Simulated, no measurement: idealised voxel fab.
process module | voxel capacitor over wiring
cross-section cut | 190 nm wide | cells 5 nm
A cross-section is a grid of square cells, given in bands from the top down. A band is one or more rows of cells.
Each band's line starts with the height of the band's top and of its bottom, in nm. Then come its materials from left to right, each with its width in nm. One material with "throughout" fills the band from edge to edge. "air" is empty space.
Height 0 is the level under which the wafer as received is all one material. The lowest band goes on downwards, as in "0 down".
A width such as "30 to 40" changes by the same amount from each row of cells to the next, from the band's top row to its bottom row.
"no change" after a step means that no cell of the cross-section changed.
closed voids: empty space of 8 cells or more with no open way to the top, each as width x height at its distance from the left edge, in nm
after a step's settings: what the simulator itself notes on the step
overlay nm, on a step with a mask: how far to the right of its planned place the mask lay; to the left if negative
plan
1 op RECEIVE | material Si
2 op CONFORMAL_DEP | material SiO2 | thk nm 10
3 op DIRECTIONAL_DEP | material TiN | thk nm 5
4 op DIRECTIONAL_DEP | material W | thk nm 15
5 op DIRECTIONAL_DEP | material aC | thk nm 10
6 op PATTERN | tone cover | mask id METAL_1 | material resist | width nm 30 | pitch nm 100 | thk nm 25 | overlay nm 0
7 op DIRECTIONAL_ETCH | etch materials aC | depth nm 10
8 op STRIP | etch materials resist
9 op DIRECTIONAL_ETCH | etch materials W | depth nm 15
10 op DIRECTIONAL_ETCH | etch materials TiN | depth nm 5
11 op STRIP | etch materials aC
12 op FILL_DEP | material SiO2 | thk nm 10
13 op CMP | height nm 30
14 op CONFORMAL_DEP | material SiCN | thk nm 5
15 op DIRECTIONAL_DEP | material SiO2 | thk nm 20
16 op PATTERN | tone open | mask id PLUG_1 | material resist | width nm 15 | thk nm 15 | overlay nm 0
17 op DIRECTIONAL_ETCH | etch materials SiO2 | depth nm 20
18 op DIRECTIONAL_ETCH | etch materials SiCN | depth nm 5
19 op STRIP | etch materials resist
20 op EPI | material Ru | thk nm 10
21 op EPI | material Ru | thk nm 10
22 op EPI | material Ru | thk nm 5
23 op DIRECTIONAL_DEP | material TiN | thk nm 5
24 op DIRECTIONAL_DEP | material HfO2 | thk nm 5
25 op DIRECTIONAL_DEP | material TiN | thk nm 10
26 op DIRECTIONAL_DEP | material aC | thk nm 10
27 op PATTERN | tone cover | mask id UPPER_PLATE | material resist | width nm 75 | thk nm 30 | overlay nm 0
28 op DIRECTIONAL_ETCH | etch materials aC | depth nm 10
29 op STRIP | etch materials resist
30 op DIRECTIONAL_ETCH | etch materials TiN | depth nm 10
31 op DIRECTIONAL_ETCH | etch materials HfO2 | depth nm 5
32 op STRIP | etch materials aC
33 op DIRECTIONAL_DEP | material aC | thk nm 10
34 op PATTERN | tone cover | mask id LOWER_PLATE | material resist | width nm 85 | thk nm 25 | overlay nm 0
35 op DIRECTIONAL_ETCH | etch materials aC | depth nm 10
36 op STRIP | etch materials resist
37 op DIRECTIONAL_ETCH | etch materials TiN | depth nm 5
38 op STRIP | etch materials aC
39 op FILL_DEP | material SiO2 | thk nm 15
40 op CMP | height nm 85
41 op DIRECTIONAL_DEP | material aC | thk nm 15
42 op PATTERN | tone open | mask id PLUG_2 | material resist | width nm 15 | thk nm 35 | overlay nm 0
43 op DIRECTIONAL_ETCH | etch materials aC | depth nm 15
44 op STRIP | etch materials resist
45 op DIRECTIONAL_ETCH | etch materials SiO2 | depth nm 10
46 op STRIP | etch materials aC
47 op CONFORMAL_DEP | material TiN | thk nm 5
48 op FILL_DEP | material Ru | thk nm 5
49 op CMP | height nm 85
50 op CONFORMAL_DEP | material SiN | thk nm 5
first wafer, as planned
as received, after step 1
  0 down: Si throughout
  closed voids: none
after step 2
  10 to 0: SiO2 throughout
  below 0: unchanged
after step 3
  15 to 10: TiN throughout
  below 10: unchanged
after step 4
  30 to 15: W throughout
  below 15: unchanged
after step 5
  40 to 30: aC throughout
  below 30: unchanged
after step 6
  65 to 40: air 30 | resist 30 | air 70 | resist 30 | air 30
  below 40: unchanged
after step 7
  55 to 40: air 30 | resist 30 | air 70 | resist 30 | air 30
  40 to 30: air 30 | aC 30 | air 70 | aC 30 | air 30
  below 30: unchanged
after step 8
  40 to 30: air 30 | aC 30 | air 70 | aC 30 | air 30
  below 30: unchanged
after step 9
  40 to 30: air 30 | aC 30 | air 70 | aC 30 | air 30
  30 to 15: air 30 | W 30 | air 70 | W 30 | air 30
  below 15: unchanged
after step 10
  40 to 30: air 30 | aC 30 | air 70 | aC 30 | air 30
  30 to 15: air 30 | W 30 | air 70 | W 30 | air 30
  15 to 10: air 30 | TiN 30 | air 70 | TiN 30 | air 30
  below 10: unchanged
after step 11
  30 to 15: air 30 | W 30 | air 70 | W 30 | air 30
  below 15: unchanged
after step 12
  40 to 30: SiO2 throughout
  30 to 15: SiO2 30 | W 30 | SiO2 70 | W 30 | SiO2 30
  15 to 10: SiO2 30 | TiN 30 | SiO2 70 | TiN 30 | SiO2 30
  below 10: unchanged
after step 13
  30 to 15: SiO2 30 | W 30 | SiO2 70 | W 30 | SiO2 30
  below 15: unchanged
after step 14
  35 to 30: SiCN throughout
  below 30: unchanged
after step 15
  55 to 35: SiO2 throughout
  below 35: unchanged
after step 16
  70 to 55: resist 45 | air 15 | resist 130
  below 55: unchanged
after step 17
  70 to 55: resist 45 | air 15 | resist 130
  55 to 35: SiO2 45 | air 15 | SiO2 130
  below 35: unchanged
after step 18
  70 to 55: resist 45 | air 15 | resist 130
  55 to 35: SiO2 45 | air 15 | SiO2 130
  35 to 30: SiCN 45 | air 15 | SiCN 130
  below 30: unchanged
after step 19
  55 to 35: SiO2 45 | air 15 | SiO2 130
  below 35: unchanged
after step 20
  55 to 40: SiO2 45 | air 15 | SiO2 130
  40 to 35: SiO2 45 | Ru 15 | SiO2 130
  35 to 30: SiCN 45 | Ru 15 | SiCN 130
  below 30: unchanged
after step 21
  55 to 50: SiO2 45 | air 15 | SiO2 130
  50 to 35: SiO2 45 | Ru 15 | SiO2 130
  below 35: unchanged
after step 22
  55 to 35: SiO2 45 | Ru 15 | SiO2 130
  below 35: unchanged
after step 23
  60 to 55: TiN throughout
  below 55: unchanged
after step 24
  65 to 60: HfO2 throughout
  below 60: unchanged
after step 25
  75 to 65: TiN throughout
  below 65: unchanged
after step 26
  85 to 75: aC throughout
  below 75: unchanged
after step 27
  115 to 85: air 45 | resist 75 | air 70
  below 85: unchanged
after step 28
  105 to 85: air 45 | resist 75 | air 70
  85 to 75: air 45 | aC 75 | air 70
  below 75: unchanged
after step 29
  85 to 75: air 45 | aC 75 | air 70
  below 75: unchanged
after step 30
  85 to 75: air 45 | aC 75 | air 70
  75 to 65: air 45 | TiN 75 | air 70
  below 65: unchanged
after step 31
  85 to 75: air 45 | aC 75 | air 70
  75 to 65: air 45 | TiN 75 | air 70
  65 to 60: air 45 | HfO2 75 | air 70
  below 60: unchanged
after step 32
  75 to 65: air 45 | TiN 75 | air 70
  below 65: unchanged
after step 33
  85 to 75: air 45 | aC 75 | air 70
  75 to 70: air 45 | TiN 75 | air 70
  70 to 65: aC 45 | TiN 75 | aC 70
  65 to 60: aC 45 | HfO2 75 | aC 70
  below 60: unchanged
after step 34
  110 to 85: air 40 | resist 85 | air 65
  85 to 75: air 40 | resist 5 | aC 75 | resist 5 | air 65
  75 to 70: air 40 | resist 5 | TiN 75 | resist 5 | air 65
  below 70: unchanged
after step 35
  100 to 85: air 40 | resist 85 | air 65
  85 to 75: air 40 | resist 5 | aC 75 | resist 5 | air 65
  75 to 70: air 40 | resist 5 | TiN 75 | resist 5 | air 65
  70 to 65: air 40 | aC 5 | TiN 75 | aC 5 | air 65
  65 to 60: air 40 | aC 5 | HfO2 75 | aC 5 | air 65
  below 60: unchanged
after step 36
  85 to 75: air 45 | aC 75 | air 70
  75 to 70: air 45 | TiN 75 | air 70
  below 70: unchanged
after step 37
  85 to 75: air 45 | aC 75 | air 70
  75 to 70: air 45 | TiN 75 | air 70
  70 to 65: air 40 | aC 5 | TiN 75 | aC 5 | air 65
  65 to 60: air 40 | aC 5 | HfO2 75 | aC 5 | air 65
  60 to 55: air 40 | TiN 85 | air 65
  below 55: unchanged
after step 38
  75 to 65: air 45 | TiN 75 | air 70
  65 to 60: air 45 | HfO2 75 | air 70
  below 60: unchanged
after step 39
  90 to 75: SiO2 throughout
  75 to 65: SiO2 45 | TiN 75 | SiO2 70
  65 to 60: SiO2 45 | HfO2 75 | SiO2 70
  60 to 55: SiO2 40 | TiN 85 | SiO2 65
  below 55: unchanged
after step 40
  85 to 75: SiO2 throughout
  below 75: unchanged
after step 41
  100 to 85: aC throughout
  below 85: unchanged
after step 42
  135 to 100: resist 55 | air 15 | resist 120
  below 100: unchanged
after step 43
  120 to 100: resist 55 | air 15 | resist 120
  100 to 85: aC 55 | air 15 | aC 120
  below 85: unchanged
after step 44
  100 to 85: aC 55 | air 15 | aC 120
  below 85: unchanged
after step 45
  100 to 85: aC 55 | air 15 | aC 120
  85 to 75: SiO2 55 | air 15 | SiO2 120
  below 75: unchanged
after step 46
  85 to 75: SiO2 55 | air 15 | SiO2 120
  below 75: unchanged
after step 47
  90 to 85: TiN 60 | air 5 | TiN 125
  85 to 80: SiO2 55 | TiN 5 | air 5 | TiN 5 | SiO2 120
  80 to 75: SiO2 55 | TiN 15 | SiO2 120
  below 75: unchanged
after step 48
  95 to 90: Ru throughout
  90 to 85: TiN 60 | Ru 5 | TiN 125
  85 to 80: SiO2 55 | TiN 5 | Ru 5 | TiN 5 | SiO2 120
  below 80: unchanged
after step 49
  85 to 80: SiO2 55 | TiN 5 | Ru 5 | TiN 5 | SiO2 120
  below 80: unchanged
after step 50
  90 to 85: SiN throughout
  below 85: unchanged
second wafer: like start, like plan, one mistake. Through step 15 it matches the first wafer
when step 16 should have ended
  70 to 55: air 45 | resist 15 | air 130
  below 55: unchanged
when step 17 should have ended
  70 to 55: air 45 | resist 15 | air 130
  55 to 35: air 45 | SiO2 15 | air 130
  below 35: unchanged
when step 18 should have ended
  70 to 55: air 45 | resist 15 | air 130
  55 to 35: air 45 | SiO2 15 | air 130
  35 to 30: air 45 | SiCN 15 | air 130
  below 30: unchanged
when step 19 should have ended
  55 to 35: air 45 | SiO2 15 | air 130
  below 35: unchanged
when step 20 should have ended
  55 to 40: air 45 | SiO2 15 | air 130
  40 to 35: air 20 | Ru 25 | SiO2 15 | air 60 | Ru 50 | air 20
  35 to 30: air 20 | Ru 25 | SiCN 15 | air 60 | Ru 50 | air 20
  below 30: unchanged
when step 21 should have ended
  55 to 50: air 45 | SiO2 15 | air 130
  50 to 35: air 10 | Ru 35 | SiO2 15 | air 50 | Ru 70 | air 10
  35 to 30: air 10 | Ru 35 | SiCN 15 | air 50 | Ru 70 | air 10
  below 30: unchanged
when step 22 should have ended
  55 to 35: air 5 | Ru 40 | SiO2 15 | air 45 | Ru 80 | air 5
  35 to 30: air 5 | Ru 40 | SiCN 15 | air 45 | Ru 80 | air 5
  below 30: unchanged
when step 23 should have ended
  60 to 55: air 5 | TiN 55 | air 45 | TiN 80 | air 5
  55 to 35: air 5 | Ru 40 | SiO2 15 | air 45 | Ru 80 | air 5
  35 to 30: TiN 5 | Ru 40 | SiCN 15 | TiN 45 | Ru 80 | TiN 5
  below 30: unchanged
when step 24 should have ended
  65 to 60: air 5 | HfO2 55 | air 45 | HfO2 80 | air 5
  60 to 55: air 5 | TiN 55 | air 45 | TiN 80 | air 5
  55 to 40: air 5 | Ru 40 | SiO2 15 | air 45 | Ru 80 | air 5
  40 to 35: HfO2 5 | Ru 40 | SiO2 15 | HfO2 45 | Ru 80 | HfO2 5
  below 35: unchanged
when step 25 should have ended
  75 to 65: air 5 | TiN 55 | air 45 | TiN 80 | air 5
  65 to 60: air 5 | HfO2 55 | air 45 | HfO2 80 | air 5
  60 to 55: air 5 | TiN 55 | air 45 | TiN 80 | air 5
  55 to 50: air 5 | Ru 40 | SiO2 15 | air 45 | Ru 80 | air 5
  50 to 40: TiN 5 | Ru 40 | SiO2 15 | TiN 45 | Ru 80 | TiN 5
  below 40: unchanged
when step 26 should have ended
  85 to 75: air 5 | aC 55 | air 45 | aC 80 | air 5
  75 to 65: air 5 | TiN 55 | air 45 | TiN 80 | air 5
  65 to 60: air 5 | HfO2 55 | air 45 | HfO2 80 | air 5
  60 to 55: aC 5 | TiN 55 | aC 45 | TiN 80 | aC 5
  55 to 50: aC 5 | Ru 40 | SiO2 15 | aC 45 | Ru 80 | aC 5
  below 50: unchanged
when step 27 should have ended
  115 to 85: air 45 | resist 75 | air 70
  85 to 75: air 5 | aC 55 | resist 45 | aC 80 | air 5
  75 to 65: air 5 | TiN 55 | resist 45 | TiN 80 | air 5
  65 to 60: air 5 | HfO2 55 | resist 45 | HfO2 80 | air 5
  below 60: unchanged
when step 28 should have ended
  105 to 85: air 45 | resist 75 | air 70
  85 to 75: air 45 | aC 15 | resist 45 | aC 15 | air 70
  75 to 65: air 5 | TiN 55 | resist 45 | TiN 80 | air 5
  65 to 60: air 5 | HfO2 55 | resist 45 | HfO2 80 | air 5
  60 to 55: air 5 | TiN 55 | aC 45 | TiN 80 | air 5
  55 to 50: air 5 | Ru 40 | SiO2 15 | aC 45 | Ru 80 | air 5
  below 50: unchanged
when step 29 should have ended
  85 to 75: air 45 | aC 15 | air 45 | aC 15 | air 70
  75 to 65: air 5 | TiN 55 | air 45 | TiN 80 | air 5
  65 to 60: air 5 | HfO2 55 | air 45 | HfO2 80 | air 5
  below 60: unchanged
when step 30 should have ended
  85 to 75: air 45 | aC 15 | air 45 | aC 15 | air 70
  75 to 65: air 45 | TiN 15 | air 45 | TiN 15 | air 70
  65 to 60: air 5 | HfO2 55 | air 45 | HfO2 80 | air 5
  60 to 55: air 5 | TiN 55 | aC 45 | TiN 80 | air 5
  55 to 50: air 5 | Ru 40 | SiO2 15 | aC 45 | Ru 80 | air 5
  50 to 40: air 5 | Ru 40 | SiO2 15 | TiN 45 | Ru 80 | air 5
  below 40: unchanged
when step 31 should have ended
  85 to 75: air 45 | aC 15 | air 45 | aC 15 | air 70
  75 to 65: air 45 | TiN 15 | air 45 | TiN 15 | air 70
  65 to 60: air 45 | HfO2 15 | air 45 | HfO2 15 | air 70
  60 to 55: air 5 | TiN 55 | aC 45 | TiN 80 | air 5
  55 to 50: air 5 | Ru 40 | SiO2 15 | aC 45 | Ru 80 | air 5
  50 to 40: air 5 | Ru 40 | SiO2 15 | TiN 45 | Ru 80 | air 5
  40 to 35: air 5 | Ru 40 | SiO2 15 | HfO2 45 | Ru 80 | air 5
  below 35: unchanged
when step 32 should have ended
  75 to 65: air 45 | TiN 15 | air 45 | TiN 15 | air 70
  65 to 60: air 45 | HfO2 15 | air 45 | HfO2 15 | air 70
  60 to 55: air 5 | TiN 55 | air 45 | TiN 80 | air 5
  55 to 50: air 5 | Ru 40 | SiO2 15 | air 45 | Ru 80 | air 5
  below 50: unchanged
when step 33 should have ended
  85 to 75: air 45 | aC 15 | air 45 | aC 15 | air 70
  75 to 70: air 45 | TiN 15 | air 45 | TiN 15 | air 70
  70 to 65: air 5 | aC 40 | TiN 15 | air 45 | TiN 15 | aC 65 | air 5
  65 to 60: air 5 | aC 40 | HfO2 15 | air 45 | HfO2 15 | aC 65 | air 5
  60 to 55: air 5 | TiN 55 | aC 45 | TiN 80 | air 5
  55 to 50: air 5 | Ru 40 | SiO2 15 | aC 45 | Ru 80 | air 5
  50 to 45: air 5 | Ru 40 | SiO2 15 | TiN 45 | Ru 80 | air 5
  45 to 40: aC 5 | Ru 40 | SiO2 15 | TiN 45 | Ru 80 | aC 5
  40 to 35: aC 5 | Ru 40 | SiO2 15 | HfO2 45 | Ru 80 | aC 5
  below 35: unchanged
when step 34 should have ended
  110 to 85: air 40 | resist 85 | air 65
  85 to 75: air 40 | resist 5 | aC 15 | resist 45 | aC 15 | resist 5 | air 65
  75 to 70: air 40 | resist 5 | TiN 15 | resist 45 | TiN 15 | resist 5 | air 65
  70 to 65: air 5 | aC 40 | TiN 15 | resist 45 | TiN 15 | aC 65 | air 5
  65 to 60: air 5 | aC 40 | HfO2 15 | resist 45 | HfO2 15 | aC 65 | air 5
  below 60: unchanged
when step 35 should have ended
  100 to 85: air 40 | resist 85 | air 65
  85 to 75: air 40 | resist 5 | aC 15 | resist 45 | aC 15 | resist 5 | air 65
  75 to 70: air 40 | resist 5 | TiN 15 | resist 45 | TiN 15 | resist 5 | air 65
  70 to 65: air 40 | aC 5 | TiN 15 | resist 45 | TiN 15 | aC 5 | air 65
  65 to 60: air 40 | aC 5 | HfO2 15 | resist 45 | HfO2 15 | aC 5 | air 65
  60 to 55: air 5 | TiN 55 | aC 45 | TiN 80 | air 5
  55 to 50: air 5 | Ru 40 | SiO2 15 | aC 45 | Ru 80 | air 5
  50 to 40: air 5 | Ru 40 | SiO2 15 | TiN 45 | Ru 80 | air 5
  40 to 35: air 5 | Ru 40 | SiO2 15 | HfO2 45 | Ru 80 | air 5
  below 35: unchanged
when step 36 should have ended
  85 to 75: air 45 | aC 15 | air 45 | aC 15 | air 70
  75 to 70: air 45 | TiN 15 | air 45 | TiN 15 | air 70
  70 to 65: air 40 | aC 5 | TiN 15 | air 45 | TiN 15 | aC 5 | air 65
  65 to 60: air 40 | aC 5 | HfO2 15 | air 45 | HfO2 15 | aC 5 | air 65
  below 60: unchanged
when step 37 should have ended
  85 to 75: air 45 | aC 15 | air 45 | aC 15 | air 70
  75 to 70: air 45 | TiN 15 | air 45 | TiN 15 | air 70
  70 to 65: air 40 | aC 5 | TiN 15 | air 45 | TiN 15 | aC 5 | air 65
  65 to 60: air 40 | aC 5 | HfO2 15 | air 45 | HfO2 15 | aC 5 | air 65
  60 to 55: air 40 | TiN 20 | aC 45 | TiN 20 | air 65
  55 to 50: air 5 | Ru 40 | SiO2 15 | aC 45 | Ru 80 | air 5
  50 to 40: air 5 | Ru 40 | SiO2 15 | TiN 45 | Ru 80 | air 5
  40 to 35: air 5 | Ru 40 | SiO2 15 | HfO2 45 | Ru 80 | air 5
  35 to 30: air 5 | Ru 40 | SiCN 15 | TiN 45 | Ru 80 | air 5
  below 30: unchanged
when step 38 should have ended
  75 to 65: air 45 | TiN 15 | air 45 | TiN 15 | air 70
  65 to 60: air 45 | HfO2 15 | air 45 | HfO2 15 | air 70
  60 to 55: air 40 | TiN 20 | air 45 | TiN 20 | air 65
  55 to 50: air 5 | Ru 40 | SiO2 15 | air 45 | Ru 80 | air 5
  below 50: unchanged
when step 39 should have ended
  90 to 75: SiO2 throughout
  75 to 65: SiO2 45 | TiN 15 | SiO2 45 | TiN 15 | SiO2 70
  65 to 60: SiO2 45 | HfO2 15 | SiO2 45 | HfO2 15 | SiO2 70
  60 to 55: SiO2 40 | TiN 20 | SiO2 45 | TiN 20 | SiO2 65
  55 to 50: SiO2 5 | Ru 40 | SiO2 60 | Ru 80 | SiO2 5
  50 to 40: SiO2 5 | Ru 40 | SiO2 15 | TiN 45 | Ru 80 | SiO2 5
  40 to 35: SiO2 5 | Ru 40 | SiO2 15 | HfO2 45 | Ru 80 | SiO2 5
  35 to 30: SiO2 5 | Ru 40 | SiCN 15 | TiN 45 | Ru 80 | SiO2 5
  below 30: unchanged
when step 40 should have ended
  85 to 75: SiO2 throughout
  below 75: unchanged
when step 41 should have ended
  100 to 85: aC throughout
  below 85: unchanged
when step 42 should have ended
  135 to 100: resist 55 | air 15 | resist 120
  below 100: unchanged
when step 43 should have ended
  120 to 100: resist 55 | air 15 | resist 120
  100 to 85: aC 55 | air 15 | aC 120
  below 85: unchanged
when step 44 should have ended
  100 to 85: aC 55 | air 15 | aC 120
  below 85: unchanged
when step 45 should have ended
  100 to 85: aC 55 | air 15 | aC 120
  85 to 75: SiO2 55 | air 15 | SiO2 120
  below 75: unchanged
when step 46 should have ended
  85 to 75: SiO2 55 | air 15 | SiO2 120
  below 75: unchanged
when step 47 should have ended
  90 to 85: TiN 60 | air 5 | TiN 125
  85 to 80: SiO2 55 | TiN 5 | air 5 | TiN 5 | SiO2 120
  80 to 75: SiO2 55 | TiN 15 | SiO2 120
  below 75: unchanged
when step 48 should have ended
  95 to 90: Ru throughout
  90 to 85: TiN 60 | Ru 5 | TiN 125
  85 to 80: SiO2 55 | TiN 5 | Ru 5 | TiN 5 | SiO2 120
  below 80: unchanged
when step 49 should have ended
  85 to 80: SiO2 55 | TiN 5 | Ru 5 | TiN 5 | SiO2 120
  below 80: unchanged
when step 50 should have ended
  90 to 85: SiN throughout
  below 85: unchanged
what went wrong: step 16 ran as: op PATTERN | tone cover | mask id PLUG_1 | material resist | width nm 15 | thk nm 15 | overlay nm 0
at the end the second wafer has, in cells: 105 more of Ru | 32 fewer of SiCN | 73 fewer of SiO2
